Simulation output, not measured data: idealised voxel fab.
Presented below is a process module, voxel ribs on slabs.
It is cross-section cut that appears here, measuring 285 nm in width, its square cells being 5 nm in size.
Reading order for cross-sections: top band down to bottom band. Underlying form: a grid of square cells. Band size: one or more rows of cells. Quick guide to a band line: top height, bottom height (nm) up front; then every material left to right with its width in nm. Only one material and it's marked "all across"? Then it fills the band edge to edge. And "empty" just means empty space. Height reference: 0 = level under which incoming wafer is all one material. Lowest band: no bottom, runs on downward, e.g. "0..down". So if you see something like "30..40" for the width, read it as the top row of the band sitting at the first number and the bottom row at the second, with every row in between moving by the same amount as the last. It should be understood that the words "stayed the same", when stated for a given step, signify that the cross-section underwent no change in any of its cells during that step. "Trapped void list" lists enclosed empty spaces (at least 8 cells, no open path upward to the top), each as width x height at distance from the left edge, in nm. after a step's settings: what the simulator itself notes on the step. "overlay nm" denotes, for a step that has a mask, the displacement of the mask to the right of its planned place, with negative values corresponding to the left.
## The following list gives the planned process steps
1. RECEIVE [material Si]
2. DIRECTIONAL_DEP [material SiO2] [thk nm 30]
3. DIRECTIONAL_DEP [material SiN] [thk nm 15]
4. DIRECTIONAL_DEP [material aC] [thk nm 10]
5. PATTERN [tone cover] [mask id RIB] [material resist] [width nm 15] [thk nm 25] [overlay nm 0]
6. DIRECTIONAL_ETCH [etch materials aC] [depth nm 10]
7. STRIP [etch materials resist]
8. DIRECTIONAL_ETCH [etch materials SiN] [depth nm 10]
9. STRIP [etch materials aC]
10. PATTERN [tone cover] [mask id SLAB] [material resist] [width nm 45] [thk nm 15] [overlay nm 0]
11. DIRECTIONAL_ETCH [etch materials SiN] [depth nm 5]
12. STRIP [etch materials resist]
13. FILL_DEP [material SiO2] [thk nm 25]
14. CMP [height nm 65]
15. DIRECTIONAL_DEP [material W] [thk nm 5]
16. MASKED_ETCH [tone cover] [mask id HEATER] [width nm 25] [etch materials W] [depth nm 5] [overlay nm 0]
17. CONFORMAL_DEP [material SiO2] [thk nm 5]
## Cross-section of the wafer upon arrival, representing the state reached after step 1
0..down: Si all across
Trapped void list: none
## End-of-module cross-section. Starting structure and process plan as above; one mistake made in running it
70..65: 130 of empty; 25 of W; 130 of empty
65..45: SiO2 all across
45..35: 135 of SiO2; 15 of SiN; 135 of SiO2
35..30: 120 of SiO2; 45 of SiN; 120 of SiO2
30..0: SiO2 all across
0..down: Si all across
Trapped void list: none
Heads up, the wafer didn't run the way we planned it: step 17 was left out
